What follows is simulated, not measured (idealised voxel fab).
Process module heading - voxel transistor to metal
Cross-sectional view cut (width: 265 nm; square cell size: 5 nm).
Each cross-section below is a grid of square cells, stated as bands in top-down order, with one or more rows of cells making up each band.
Read a band's entry like this: the first values are the height of its top and the height of its bottom in nm, and what follows is the sequence of materials from left to right, each with its width in nm. Note that "empty" is empty space, and that a single material marked "everywhere" reaches across the band from edge to edge.
Height reference: 0 = level under which incoming wafer is all one material. Lowest band: no bottom, runs on downward, e.g. "from 0 down".
A two-number width, for instance "30 to 40", indicates that the width is equal to the first number in the top row of the band and to the second number in the bottom row, and that it changes by a constant amount per row of cells.
No cell of the cross-section changed in a step that is given as "no alteration".
"Closed void roster": sealed empty spaces, 8 cells or more, no open way to top, listed width x height at distance, with distance from the left edge and width, height and distance in nm.
Heads up: the bit after the settings on a step's line is the simulator's remark on that step.
If you see "overlay nm" on a step's line and that step has a mask, it's telling you how far right of where it was planned the mask ended up; a negative number means it went left instead.

**Intended process steps**
1: RECEIVE,material Si
2: OXIDIZE,depth nm 5
3: CONFORMAL_DEP,material SiN,thk nm 15
4: MASKED_ETCH,tone cover,mask id ACTIVE,width nm 105,pitch nm 130,etch materials SiN,depth nm 15,overlay nm 0
5: MASKED_ETCH,tone cover,mask id ACTIVE,width nm 105,pitch nm 130,etch materials SiO2,depth nm 5,overlay nm 0
6: MASKED_ETCH,tone cover,mask id ACTIVE,width nm 105,pitch nm 130,etch materials Si,depth nm 30,overlay nm 0
7: OXIDIZE,depth nm 5
8: FILL_DEP,material SiO2,thk nm 5
9: CMP,height nm 15
10: SELECTIVE_ETCH,etch materials SiO2,depth nm 10
11: STRIP,etch materials SiN
12: SELECTIVE_ETCH,etch materials SiO2,depth nm 5
13: OXIDIZE,depth nm 5
14: DIRECTIONAL_DEP,material polySi,thk nm 20
15: DIRECTIONAL_DEP,material SiCN,thk nm 15
16: DIRECTIONAL_DEP,material aC,thk nm 15
17: PATTERN,tone cover,mask id GATE,material resist,width nm 15,pitch nm 130,thk nm 35,overlay nm 0
18: DIRECTIONAL_ETCH,etch materials aC,depth nm 15
19: STRIP,etch materials resist
20: DIRECTIONAL_ETCH,etch materials SiCN,depth nm 25
21: DIRECTIONAL_ETCH,etch materials polySi,depth nm 30
22: STRIP,etch materials aC
23: CONFORMAL_DEP,material SiO2,thk nm 5
24: DIRECTIONAL_ETCH,etch materials SiO2,depth nm 5
25: CONFORMAL_DEP,material SiN,thk nm 10
26: DIRECTIONAL_ETCH,etch materials SiN,depth nm 10
27: DIRECTIONAL_ETCH,etch materials SiO2,depth nm 5
28: DIRECTIONAL_ETCH,etch materials Si,depth nm 15
29: EPI,material SiGe,thk nm 15
30: FILL_DEP,material SiO2,thk nm 10
31: CMP,height nm 30
32: DIRECTIONAL_DEP,material SiO2,thk nm 10
33: DIRECTIONAL_DEP,material aC,thk nm 15
34: PATTERN,tone open,mask id CONTACT,material resist,width nm 35,thk nm 35,overlay nm 0
35: DIRECTIONAL_ETCH,etch materials aC,depth nm 15
36: STRIP,etch materials resist
37: DIRECTIONAL_ETCH,etch materials SiO2,depth nm 35
38: STRIP,etch materials aC
39: CONFORMAL_DEP,material TiN,thk nm 5
40: FILL_DEP,material Ru,thk nm 10
41: CMP,height nm 40
42: CONFORMAL_DEP,material SiN,thk nm 5
43: DIRECTIONAL_DEP,material SiO2,thk nm 20
44: MASKED_ETCH,tone open,mask id METAL_1,width nm 20,etch materials SiO2,depth nm 20,overlay nm 0
45: MASKED_ETCH,tone open,mask id METAL_1,width nm 20,etch materials SiN,depth nm 5,overlay nm 0
46: CONFORMAL_DEP,material TiN,thk nm 5
47: FILL_DEP,material Cu,thk nm 10
48: CMP,height nm 65
49: CONFORMAL_DEP,material SiCN,thk nm 5

**So, the first of our two wafers, run just as we planned it**

**Wafer cross-section on receipt, i.e. after step 1**
from 0 down: Si everywhere
Closed void roster: none

**Wafer after step 2 (cross-section)**
from 0 to -5: SiO2 everywhere
Nothing below the height -5 has changed.

**Wafer after step 3 (cross-section)**
from 15 to 0: SiN everywhere
Nothing below the height 0 has changed.

**Wafer after step 4 (cross-section)**
from 15 to 0: empty 15  SiN 105  empty 25  SiN 105  empty 15
Nothing below the height 0 has changed.

**Wafer after step 5 (cross-section)**
from 15 to 0: empty 15  SiN 105  empty 25  SiN 105  empty 15
from 0 to -5: empty 15  SiO2 105  empty 25  SiO2 105  empty 15
Nothing below the height -5 has changed.

**Wafer after step 6 (cross-section)**
from 15 to 0: empty 15  SiN 105  empty 25  SiN 105  empty 15
from 0 to -5: empty 15  SiO2 105  empty 25  SiO2 105  empty 15
from -5 to -35: empty 15  Si 105  empty 25  Si 105  empty 15
Nothing below the height -35 has changed.

**Wafer after step 7 (cross-section)**
from 15 to 0: empty 15  SiN 105  empty 25  SiN 105  empty 15
from 0 to -5: empty 15  SiO2 105  empty 25  SiO2 105  empty 15
from -5 to -35: empty 15  SiO2 5  Si 95  SiO2 5  empty 25  SiO2 5  Si 95  SiO2 5  empty 15
from -35 to -40: SiO2 20  Si 95  SiO2 35  Si 95  SiO2 20
Nothing below the height -40 has changed.

**Wafer after step 8 (cross-section)**
from 20 to 15: SiO2 everywhere
from 15 to 0: SiO2 15  SiN 105  SiO2 25  SiN 105  SiO2 15
from 0 to -5: SiO2 everywhere
from -5 to -40: SiO2 20  Si 95  SiO2 35  Si 95  SiO2 20
Nothing below the height -40 has changed.

**Wafer after step 9 (cross-section)**
from 15 to 0: SiO2 15  SiN 105  SiO2 25  SiN 105  SiO2 15
Nothing below the height 0 has changed.

**Wafer after step 10 (cross-section)**
from 15 to 5: empty 15  SiN 105  empty 25  SiN 105  empty 15
Nothing below the height 5 has changed.

**Wafer after step 11 (cross-section)**
from 5 to 0: SiO2 15  empty 105  SiO2 25  empty 105  SiO2 15
Nothing below the height 0 has changed.

**Wafer after step 12 (cross-section)**
from 0 to -5: SiO2 10  empty 115  SiO2 15  empty 115  SiO2 10
Nothing below the height -5 has changed.

**Wafer after step 13 (cross-section)**
from 0 to -5: SiO2 10  empty 115  SiO2 15  empty 115  SiO2 10
from -5 to -10: SiO2 everywhere
Nothing below the height -10 has changed.

**Wafer after step 14 (cross-section)**
from 20 to 15: polySi 10  empty 115  polySi 15  empty 115  polySi 10
from 15 to 0: polySi everywhere
from 0 to -5: SiO2 10  polySi 115  SiO2 15  polySi 115  SiO2 10
Nothing below the height -5 has changed.

**Wafer after step 15 (cross-section)**
from 35 to 30: SiCN 10  empty 115  SiCN 15  empty 115  SiCN 10
from 30 to 20: SiCN everywhere
from 20 to 15: polySi 10  SiCN 115  polySi 15  SiCN 115  polySi 10
Nothing below the height 15 has changed.

**Wafer after step 16 (cross-section)**
from 50 to 45: aC 10  empty 115  aC 15  empty 115  aC 10
from 45 to 35: aC everywhere
from 35 to 30: SiCN 10  aC 115  SiCN 15  aC 115  SiCN 10
Nothing below the height 30 has changed.

**Wafer after step 17 (cross-section)**
from 85 to 50: empty 60  resist 15  empty 115  resist 15  empty 60
from 50 to 45: aC 10  empty 50  resist 15  empty 50  aC 15  empty 50  resist 15  empty 50  aC 10
Nothing below the height 45 has changed.

**Wafer after step 18 (cross-section)**
from 70 to 45: empty 60  resist 15  empty 115  resist 15  empty 60
from 45 to 35: empty 60  aC 15  empty 115  aC 15  empty 60
from 35 to 30: SiCN 10  empty 50  aC 15  empty 50  SiCN 15  empty 50  aC 15  empty 50  SiCN 10
Nothing below the height 30 has changed.

**Wafer after step 19 (cross-section)**
from 45 to 35: empty 60  aC 15  empty 115  aC 15  empty 60
Nothing below the height 35 has changed.

**Wafer after step 20 (cross-section)**
from 45 to 30: empty 60  aC 15  empty 115  aC 15  empty 60
from 30 to 20: empty 60  SiCN 15  empty 115  SiCN 15  empty 60
from 20 to 15: polySi 10  empty 50  SiCN 15  empty 50  polySi 15  empty 50  SiCN 15  empty 50  polySi 10
Nothing below the height 15 has changed.

**Wafer after step 21 (cross-section)**
from 45 to 30: empty 60  aC 15  empty 115  aC 15  empty 60
from 30 to 15: empty 60  SiCN 15  empty 115  SiCN 15  empty 60
from 15 to 0: empty 60  polySi 15  empty 115  polySi 15  empty 60
from 0 to -5: SiO2 10  empty 50  polySi 15  empty 50  SiO2 15  empty 50  polySi 15  empty 50  SiO2 10
Nothing below the height -5 has changed.

**Wafer after step 22 (cross-section)**
from 30 to 15: empty 60  SiCN 15  empty 115  SiCN 15  empty 60
Nothing below the height 15 has changed.

**Wafer after step 23 (cross-section)**
from 35 to 30: empty 55  SiO2 25  empty 105  SiO2 25  empty 55
from 30 to 15: empty 55  SiO2 5  SiCN 15  SiO2 5  empty 105  SiO2 5  SiCN 15  SiO2 5  empty 55
from 15 to 5: empty 55  SiO2 5  polySi 15  SiO2 5  empty 105  SiO2 5  polySi 15  SiO2 5  empty 55
from 5 to 0: SiO2 15  empty 40  SiO2 5  polySi 15  SiO2 5  empty 40  SiO2 25  empty 40  SiO2 5  polySi 15  SiO2 5  empty 40  SiO2 15
from 0 to -5: SiO2 60  polySi 15  SiO2 115  polySi 15  SiO2 60
Nothing below the height -5 has changed.

**Wafer after step 24 (cross-section)**
from 30 to 15: empty 55  SiO2 5  SiCN 15  SiO2 5  empty 105  SiO2 5  SiCN 15  SiO2 5  empty 55
from 15 to 0: empty 55  SiO2 5  polySi 15  SiO2 5  empty 105  SiO2 5  polySi 15  SiO2 5  empty 55
from 0 to -5: SiO2 15  empty 40  SiO2 5  polySi 15  SiO2 5  empty 40  SiO2 25  empty 40  SiO2 5  polySi 15  SiO2 5  empty 40  SiO2 15
Nothing below the height -5 has changed.

**Wafer after step 25 (cross-section)**
from 40 to 30: empty 45  SiN 45  empty 85  SiN 45  empty 45
from 30 to 15: empty 45  SiN 10  SiO2 5  SiCN 15  SiO2 5  SiN 10  empty 85  SiN 10  SiO2 5  SiCN 15  SiO2 5  SiN 10  empty 45
from 15 to 10: empty 45  SiN 10  SiO2 5  polySi 15  SiO2 5  SiN 10  empty 85  SiN 10  SiO2 5  polySi 15  SiO2 5  SiN 10  empty 45
from 10 to 5: SiN 25  empty 20  SiN 10  SiO2 5  polySi 15  SiO2 5  SiN 10  empty 20  SiN 45  empty 20  SiN 10  SiO2 5  polySi 15  SiO2 5  SiN 10  empty 20  SiN 25
from 5 to 0: SiN 55  SiO2 5  polySi 15  SiO2 5  SiN 105  SiO2 5  polySi 15  SiO2 5  SiN 55
from 0 to -5: SiO2 15  SiN 40  SiO2 5  polySi 15  SiO2 5  SiN 40  SiO2 25  SiN 40  SiO2 5  polySi 15  SiO2 5  SiN 40  SiO2 15
Nothing below the height -5 has changed.

**Wafer after step 26 (cross-section)**
from 30 to 15: empty 45  SiN 10  SiO2 5  SiCN 15  SiO2 5  SiN 10  empty 85  SiN 10  SiO2 5  SiCN 15  SiO2 5  SiN 10  empty 45
from 15 to 0: empty 45  SiN 10  SiO2 5  polySi 15  SiO2 5  SiN 10  empty 85  SiN 10  SiO2 5  polySi 15  SiO2 5  SiN 10  empty 45
from 0 to -5: SiO2 15  SiN 10  empty 20  SiN 10  SiO2 5  polySi 15  SiO2 5  SiN 10  empty 20  SiN 10  SiO2 25  SiN 10  empty 20  SiN 10  SiO2 5  polySi 15  SiO2 5  SiN 10  empty 20  SiN 10  SiO2 15
Nothing below the height -5 has changed.

**Wafer after step 27 (cross-section)**
from 30 to 25: empty 45  SiN 10  empty 5  SiCN 15  empty 5  SiN 10  empty 85  SiN 10  empty 5  SiCN 15  empty 5  SiN 10  empty 45
from 25 to 15: empty 45  SiN 10  SiO2 5  SiCN 15  SiO2 5  SiN 10  empty 85  SiN 10  SiO2 5  SiCN 15  SiO2 5  SiN 10  empty 45
from 15 to 0: empty 45  SiN 10  SiO2 5  polySi 15  SiO2 5  SiN 10  empty 85  SiN 10  SiO2 5  polySi 15  SiO2 5  SiN 10  empty 45
from 0 to -5: empty 15  SiN 10  empty 20  SiN 10  SiO2 5  polySi 15  SiO2 5  SiN 10  empty 20  SiN 10  empty 25  SiN 10  empty 20  SiN 10  SiO2 5  polySi 15  SiO2 5  SiN 10  empty 20  SiN 10  empty 15
from -5 to -10: SiO2 25  empty 20  SiO2 45  empty 20  SiO2 45  empty 20  SiO2 45  empty 20  SiO2 25
Nothing below the height -10 has changed.

**Wafer after step 28 (cross-section)**
from 30 to 25: empty 45  SiN 10  empty 5  SiCN 15  empty 5  SiN 10  empty 85  SiN 10  empty 5  SiCN 15  empty 5  SiN 10  empty 45
from 25 to 15: empty 45  SiN 10  SiO2 5  SiCN 15  SiO2 5  SiN 10  empty 85  SiN 10  SiO2 5  SiCN 15  SiO2 5  SiN 10  empty 45
from 15 to 0: empty 45  SiN 10  SiO2 5  polySi 15  SiO2 5  SiN 10  empty 85  SiN 10  SiO2 5  polySi 15  SiO2 5  SiN 10  empty 45
from 0 to -5: empty 15  SiN 10  empty 20  SiN 10  SiO2 5  polySi 15  SiO2 5  SiN 10  empty 20  SiN 10  empty 25  SiN 10  empty 20  SiN 10  SiO2 5  polySi 15  SiO2 5  SiN 10  empty 20  SiN 10  empty 15
from -5 to -10: SiO2 25  empty 20  SiO2 45  empty 20  SiO2 45  empty 20  SiO2 45  empty 20  SiO2 25
from -10 to -25: SiO2 20  Si 5  empty 20  Si 45  empty 20  Si 5  SiO2 35  Si 5  empty 20  Si 45  empty 20  Si 5  SiO2 20
Nothing below the height -25 has changed.

**Wafer after step 29 (cross-section)**
from 30 to 25: empty 45  SiN 10  empty 5  SiCN 15  empty 5  SiN 10  empty 85  SiN 10  empty 5  SiCN 15  empty 5  SiN 10  empty 45
from 25 to 15: empty 45  SiN 10  SiO2 5  SiCN 15  SiO2 5  SiN 10  empty 85  SiN 10  SiO2 5  SiCN 15  SiO2 5  SiN 10  empty 45
from 15 to 5: empty 45  SiN 10  SiO2 5  polySi 15  SiO2 5  SiN 10  empty 85  SiN 10  SiO2 5  polySi 15  SiO2 5  SiN 10  empty 45
from 5 to 0: empty 20  SiGe 25  SiN 10  SiO2 5  polySi 15  SiO2 5  SiN 10  SiGe 25  empty 35  SiGe 25  SiN 10  SiO2 5  polySi 15  SiO2 5  SiN 10  SiGe 25  empty 20
from 0 to -5: empty 15  SiN 10  SiGe 20  SiN 10  SiO2 5  polySi 15  SiO2 5  SiN 10  SiGe 20  SiN 10  empty 25  SiN 10  SiGe 20  SiN 10  SiO2 5  polySi 15  SiO2 5  SiN 10  SiGe 20  SiN 10  empty 15
from -5 to -10: SiO2 25  SiGe 20  SiO2 45  SiGe 20  SiO2 45  SiGe 20  SiO2 45  SiGe 20  SiO2 25
from -10 to -25: SiO2 20  Si 5  SiGe 20  Si 45  SiGe 20  Si 5  SiO2 35  Si 5  SiGe 20  Si 45  SiGe 20  Si 5  SiO2 20
Nothing below the height -25 has changed.

**Wafer after step 30 (cross-section)**
from 40 to 30: SiO2 everywhere
from 30 to 15: SiO2 45  SiN 10  SiO2 5  SiCN 15  SiO2 5  SiN 10  SiO2 85  SiN 10  SiO2 5  SiCN 15  SiO2 5  SiN 10  SiO2 45
from 15 to 5: SiO2 45  SiN 10  SiO2 5  polySi 15  SiO2 5  SiN 10  SiO2 85  SiN 10  SiO2 5  polySi 15  SiO2 5  SiN 10  SiO2 45
from 5 to 0: SiO2 20  SiGe 25  SiN 10  SiO2 5  polySi 15  SiO2 5  SiN 10  SiGe 25  SiO2 35  SiGe 25  SiN 10  SiO2 5  polySi 15  SiO2 5  SiN 10  SiGe 25  SiO2 20
from 0 to -5: SiO2 15  SiN 10  SiGe 20  SiN 10  SiO2 5  polySi 15  SiO2 5  SiN 10  SiGe 20  SiN 10  SiO2 25  SiN 10  SiGe 20  SiN 10  SiO2 5  polySi 15  SiO2 5  SiN 10  SiGe 20  SiN 10  SiO2 15
Nothing below the height -5 has changed.

**Wafer after step 31 (cross-section)**
from 30 to 15: SiO2 45  SiN 10  SiO2 5  SiCN 15  SiO2 5  SiN 10  SiO2 85  SiN 10  SiO2 5  SiCN 15  SiO2 5  SiN 10  SiO2 45
Nothing below the height 15 has changed.

**Wafer after step 32 (cross-section)**
from 40 to 30: SiO2 everywhere
Nothing below the height 30 has changed.

**Wafer after step 33 (cross-section)**
from 55 to 40: aC everywhere
Nothing below the height 40 has changed.

**Wafer after step 34 (cross-section)**
from 90 to 55: resist 20  empty 35  resist 25  empty 35  resist 35  empty 35  resist 25  empty 35  resist 20
Nothing below the height 55 has changed.

**Wafer after step 35 (cross-section)**
from 75 to 55: resist 20  empty 35  resist 25  empty 35  resist 35  empty 35  resist 25  empty 35  resist 20
from 55 to 40: aC 20  empty 35  aC 25  empty 35  aC 35  empty 35  aC 25  empty 35  aC 20
Nothing below the height 40 has changed.

**Wafer after step 36 (cross-section)**
from 55 to 40: aC 20  empty 35  aC 25  empty 35  aC 35  empty 35  aC 25  empty 35  aC 20
Nothing below the height 40 has changed.

**Wafer after step 37 (cross-section)**
from 55 to 40: aC 20  empty 35  aC 25  empty 35  aC 35  empty 35  aC 25  empty 35  aC 20
from 40 to 30: SiO2 20  empty 35  SiO2 25  empty 35  SiO2 35  empty 35  SiO2 25  empty 35  SiO2 20
from 30 to 15: SiO2 20  empty 25  SiN 10  SiO2 5  SiCN 15  SiO2 5  SiN 10  empty 25  SiO2 35  empty 25  SiN 10  SiO2 5  SiCN 15  SiO2 5  SiN 10  empty 25  SiO2 20
from 15 to 5: SiO2 20  empty 25  SiN 10  SiO2 5  polySi 15  SiO2 5  SiN 10  empty 25  SiO2 35  empty 25  SiN 10  SiO2 5  polySi 15  SiO2 5  SiN 10  empty 25  SiO2 20
Nothing below the height 5 has changed.

**Wafer after step 38 (cross-section)**
from 40 to 30: SiO2 20  empty 35  SiO2 25  empty 35  SiO2 35  empty 35  SiO2 25  empty 35  SiO2 20
Nothing below the height 30 has changed.

**Wafer after step 39 (cross-section)**
from 45 to 40: TiN 25  empty 25  TiN 35  empty 25  TiN 45  empty 25  TiN 35  empty 25  TiN 25
from 40 to 30: SiO2 20  TiN 5  empty 25 to 15  TiN 5 to 15  SiO2 25  TiN 5 to 15  empty 25 to 15  TiN 5  SiO2 35  TiN 5  empty 25 to 15  TiN 5 to 15  SiO2 25  TiN 5 to 15  empty 25 to 15  TiN 5  SiO2 20
from 30 to 15: SiO2 20  TiN 5  empty 15  TiN 5  SiN 10  SiO2 5  SiCN 15  SiO2 5  SiN 10  TiN 5  empty 15  TiN 5  SiO2 35  TiN 5  empty 15  TiN 5  SiN 10  SiO2 5  SiCN 15  SiO2 5  SiN 10  TiN 5  empty 15  TiN 5  SiO2 20
from 15 to 10: SiO2 20  TiN 5  empty 15  TiN 5  SiN 10  SiO2 5  polySi 15  SiO2 5  SiN 10  TiN 5  empty 15  TiN 5  SiO2 35  TiN 5  empty 15  TiN 5  SiN 10  SiO2 5  polySi 15  SiO2 5  SiN 10  TiN 5  empty 15  TiN 5  SiO2 20
from 10 to 5: SiO2 20  TiN 25  SiN 10  SiO2 5  polySi 15  SiO2 5  SiN 10  TiN 25  SiO2 35  TiN 25  SiN 10  SiO2 5  polySi 15  SiO2 5  SiN 10  TiN 25  SiO2 20
Nothing below the height 5 has changed.

**Wafer after step 40 (cross-section)**
from 55 to 45: Ru everywhere
from 45 to 40: TiN 25  Ru 25  TiN 35  Ru 25  TiN 45  Ru 25  TiN 35  Ru 25  TiN 25
from 40 to 30: SiO2 20  TiN 5  Ru 25 to 15  TiN 5 to 15  SiO2 25  TiN 5 to 15  Ru 25 to 15  TiN 5  SiO2 35  TiN 5  Ru 25 to 15  TiN 5 to 15  SiO2 25  TiN 5 to 15  Ru 25 to 15  TiN 5  SiO2 20
from 30 to 15: SiO2 20  TiN 5  Ru 15  TiN 5  SiN 10  SiO2 5  SiCN 15  SiO2 5  SiN 10  TiN 5  Ru 15  TiN 5  SiO2 35  TiN 5  Ru 15  TiN 5  SiN 10  SiO2 5  SiCN 15  SiO2 5  SiN 10  TiN 5  Ru 15  TiN 5  SiO2 20
from 15 to 10: SiO2 20  TiN 5  Ru 15  TiN 5  SiN 10  SiO2 5  polySi 15  SiO2 5  SiN 10  TiN 5  Ru 15  TiN 5  SiO2 35  TiN 5  Ru 15  TiN 5  SiN 10  SiO2 5  polySi 15  SiO2 5  SiN 10  TiN 5  Ru 15  TiN 5  SiO2 20
Nothing below the height 10 has changed.

**Wafer after step 41 (cross-section)**
from 40 to 30: SiO2 20  TiN 5  Ru 25 to 15  TiN 5 to 15  SiO2 25  TiN 5 to 15  Ru 25 to 15  TiN 5  SiO2 35  TiN 5  Ru 25 to 15  TiN 5 to 15  SiO2 25  TiN 5 to 15  Ru 25 to 15  TiN 5  SiO2 20
Nothing below the height 30 has changed.

**Wafer after step 42 (cross-section)**
from 45 to 40: SiN everywhere
Nothing below the height 40 has changed.

**Wafer after step 43 (cross-section)**
from 65 to 45: SiO2 everywhere
Nothing below the height 45 has changed.

**Wafer after step 44 (cross-section)**
from 65 to 45: SiO2 20  empty 20  SiO2 55  empty 20  SiO2 35  empty 20  SiO2 55  empty 20  SiO2 20
Nothing below the height 45 has changed.

**Wafer after step 45 (cross-section)**
from 65 to 45: SiO2 20  empty 20  SiO2 55  empty 20  SiO2 35  empty 20  SiO2 55  empty 20  SiO2 20
from 45 to 40: SiN 20  empty 20  SiN 55  empty 20  SiN 35  empty 20  SiN 55  empty 20  SiN 20
Nothing below the height 40 has changed.

**Wafer after step 46 (cross-section)**
from 70 to 65: TiN 25  empty 10  TiN 65  empty 10  TiN 45  empty 10  TiN 65  empty 10  TiN 25
from 65 to 45: SiO2 20  TiN 5  empty 10  TiN 5  SiO2 55  TiN 5  empty 10  TiN 5  SiO2 35  TiN 5  empty 10  TiN 5  SiO2 55  TiN 5  empty 10  TiN 5  SiO2 20
from 45 to 40: SiN 20  TiN 20  SiN 55  TiN 20  SiN 35  TiN 20  SiN 55  TiN 20  SiN 20
Nothing below the height 40 has changed.

**Wafer after step 47 (cross-section)**
from 80 to 70: Cu everywhere
from 70 to 65: TiN 25  Cu 10  TiN 65  Cu 10  TiN 45  Cu 10  TiN 65  Cu 10  TiN 25
from 65 to 45: SiO2 20  TiN 5  Cu 10  TiN 5  SiO2 55  TiN 5  Cu 10  TiN 5  SiO2 35  TiN 5  Cu 10  TiN 5  SiO2 55  TiN 5  Cu 10  TiN 5  SiO2 20
Nothing below the height 45 has changed.

**Wafer after step 48 (cross-section)**
from 65 to 45: SiO2 20  TiN 5  Cu 10  TiN 5  SiO2 55  TiN 5  Cu 10  TiN 5  SiO2 35  TiN 5  Cu 10  TiN 5  SiO2 55  TiN 5  Cu 10  TiN 5  SiO2 20
Nothing below the height 45 has changed.

**Wafer after step 49 (cross-section)**
from 70 to 65: SiCN everywhere
Nothing below the height 65 has changed.

**Companion wafer, the second of two: same beginning, same intended sequence, one mistake in carrying it out; through step 33 inclusive it tracks the first exactly**

**Second wafer, cross-section, planned end of step 34**
from 90 to 55: resist 20  empty 40  resist 20  empty 40  resist 30  empty 40  resist 20  empty 40  resist 15
Nothing below the height 55 has changed.

**Second wafer, cross-section, planned end of step 35**
from 75 to 55: resist 20  empty 40  resist 20  empty 40  resist 30  empty 40  resist 20  empty 40  resist 15
from 55 to 40: aC 20  empty 40  aC 20  empty 40  aC 30  empty 40  aC 20  empty 40  aC 15
Nothing below the height 40 has changed.

**Second wafer, cross-section, planned end of step 36**
from 55 to 40: aC 20  empty 40  aC 20  empty 40  aC 30  empty 40  aC 20  empty 40  aC 15
Nothing below the height 40 has changed.

**Second wafer, cross-section, planned end of step 37**
from 55 to 40: aC 20  empty 40  aC 20  empty 40  aC 30  empty 40  aC 20  empty 40  aC 15
from 40 to 30: SiO2 20  empty 40  SiO2 20  empty 40  SiO2 30  empty 40  SiO2 20  empty 40  SiO2 15
from 30 to 15: SiO2 20  empty 25  SiN 10  empty 5  SiCN 15  SiO2 5  SiN 10  empty 30  SiO2 30  empty 25  SiN 10  empty 5  SiCN 15  SiO2 5  SiN 10  empty 30  SiO2 15
from 15 to 5: SiO2 20  empty 25  SiN 10  empty 5  polySi 15  SiO2 5  SiN 10  empty 30  SiO2 30  empty 25  SiN 10  empty 5  polySi 15  SiO2 5  SiN 10  empty 30  SiO2 15
Nothing below the height 5 has changed.

**Second wafer, cross-section, planned end of step 38**
from 40 to 30: SiO2 20  empty 40  SiO2 20  empty 40  SiO2 30  empty 40  SiO2 20  empty 40  SiO2 15
Nothing below the height 30 has changed.

**Second wafer, cross-section, planned end of step 39**
from 45 to 40: TiN 25  empty 30  TiN 30  empty 30  TiN 40  empty 30  TiN 30  empty 30  TiN 20
from 40 to 30: SiO2 20  TiN 5  empty 30 to 15  TiN 5 to 20  SiO2 20  TiN 5 to 15  empty 30 to 20  TiN 5  SiO2 30  TiN 5  empty 30 to 15  TiN 5 to 20  SiO2 20  TiN 5 to 15  empty 30 to 20  TiN 5  SiO2 15
from 30 to 15: SiO2 20  TiN 5  empty 15  TiN 5  SiN 10  TiN 5  SiCN 15  SiO2 5  SiN 10  TiN 5  empty 20  TiN 5  SiO2 30  TiN 5  empty 15  TiN 5  SiN 10  TiN 5  SiCN 15  SiO2 5  SiN 10  TiN 5  empty 20  TiN 5  SiO2 15
from 15 to 10: SiO2 20  TiN 5  empty 15  TiN 5  SiN 10  TiN 5  polySi 15  SiO2 5  SiN 10  TiN 5  empty 20  TiN 5  SiO2 30  TiN 5  empty 15  TiN 5  SiN 10  TiN 5  polySi 15  SiO2 5  SiN 10  TiN 5  empty 20  TiN 5  SiO2 15
from 10 to 5: SiO2 20  TiN 25  SiN 10  TiN 5  polySi 15  SiO2 5  SiN 10  TiN 30  SiO2 30  TiN 25  SiN 10  TiN 5  polySi 15  SiO2 5  SiN 10  TiN 30  SiO2 15
Nothing below the height 5 has changed.

**Second wafer, cross-section, planned end of step 40**
from 55 to 45: Ru everywhere
from 45 to 40: TiN 25  Ru 30  TiN 30  Ru 30  TiN 40  Ru 30  TiN 30  Ru 30  TiN 20
from 40 to 30: SiO2 20  TiN 5  Ru 30 to 15  TiN 5 to 20  SiO2 20  TiN 5 to 15  Ru 30 to 20  TiN 5  SiO2 30  TiN 5  Ru 30 to 15  TiN 5 to 20  SiO2 20  TiN 5 to 15  Ru 30 to 20  TiN 5  SiO2 15
from 30 to 15: SiO2 20  TiN 5  Ru 15  TiN 5  SiN 10  TiN 5  SiCN 15  SiO2 5  SiN 10  TiN 5  Ru 20  TiN 5  SiO2 30  TiN 5  Ru 15  TiN 5  SiN 10  TiN 5  SiCN 15  SiO2 5  SiN 10  TiN 5  Ru 20  TiN 5  SiO2 15
from 15 to 10: SiO2 20  TiN 5  Ru 15  TiN 5  SiN 10  TiN 5  polySi 15  SiO2 5  SiN 10  TiN 5  Ru 20  TiN 5  SiO2 30  TiN 5  Ru 15  TiN 5  SiN 10  TiN 5  polySi 15  SiO2 5  SiN 10  TiN 5  Ru 20  TiN 5  SiO2 15
Nothing below the height 10 has changed.

**Second wafer, cross-section, planned end of step 41**
from 40 to 30: SiO2 20  TiN 5  Ru 30 to 15  TiN 5 to 20  SiO2 20  TiN 5 to 15  Ru 30 to 20  TiN 5  SiO2 30  TiN 5  Ru 30 to 15  TiN 5 to 20  SiO2 20  TiN 5 to 15  Ru 30 to 20  TiN 5  SiO2 15
Nothing below the height 30 has changed.

**Second wafer, cross-section, planned end of step 42**
from 45 to 40: SiN everywhere
Nothing below the height 40 has changed.

**Second wafer, cross-section, planned end of step 43**
from 65 to 45: SiO2 everywhere
Nothing below the height 45 has changed.

**Second wafer, cross-section, planned end of step 44**
from 65 to 45: SiO2 20  empty 20  SiO2 55  empty 20  SiO2 35  empty 20  SiO2 55  empty 20  SiO2 20
Nothing below the height 45 has changed.

**Second wafer, cross-section, planned end of step 45**
from 65 to 45: SiO2 20  empty 20  SiO2 55  empty 20  SiO2 35  empty 20  SiO2 55  empty 20  SiO2 20
from 45 to 40: SiN 20  empty 20  SiN 55  empty 20  SiN 35  empty 20  SiN 55  empty 20  SiN 20
Nothing below the height 40 has changed.

**Second wafer, cross-section, planned end of step 46**
from 70 to 65: TiN 25  empty 10  TiN 65  empty 10  TiN 45  empty 10  TiN 65  empty 10  TiN 25
from 65 to 45: SiO2 20  TiN 5  empty 10  TiN 5  SiO2 55  TiN 5  empty 10  TiN 5  SiO2 35  TiN 5  empty 10  TiN 5  SiO2 55  TiN 5  empty 10  TiN 5  SiO2 20
from 45 to 40: SiN 20  TiN 20  SiN 55  TiN 20  SiN 35  TiN 20  SiN 55  TiN 20  SiN 20
Nothing below the height 40 has changed.

**Second wafer, cross-section, planned end of step 47**
from 80 to 70: Cu everywhere
from 70 to 65: TiN 25  Cu 10  TiN 65  Cu 10  TiN 45  Cu 10  TiN 65  Cu 10  TiN 25
from 65 to 45: SiO2 20  TiN 5  Cu 10  TiN 5  SiO2 55  TiN 5  Cu 10  TiN 5  SiO2 35  TiN 5  Cu 10  TiN 5  SiO2 55  TiN 5  Cu 10  TiN 5  SiO2 20
Nothing below the height 45 has changed.

**Second wafer, cross-section, planned end of step 48**
from 65 to 45: SiO2 20  TiN 5  Cu 10  TiN 5  SiO2 55  TiN 5  Cu 10  TiN 5  SiO2 35  TiN 5  Cu 10  TiN 5  SiO2 55  TiN 5  Cu 10  TiN 5  SiO2 20
Nothing below the height 45 has changed.

**Second wafer, cross-section, planned end of step 49**
from 70 to 65: SiCN everywhere
Nothing below the height 65 has changed.
what went wrong: step 34 ran with different settings than intended, the actual operation and settings being PATTERN,tone open,mask id CONTACT,material resist,width nm 40,thk nm 35,overlay nm 0
Bottom line after processing is that, in cells, the second wafer is up or down on some materials versus the first: Ru: 14 more; SiO2: 28 fewer; TiN: 14 more
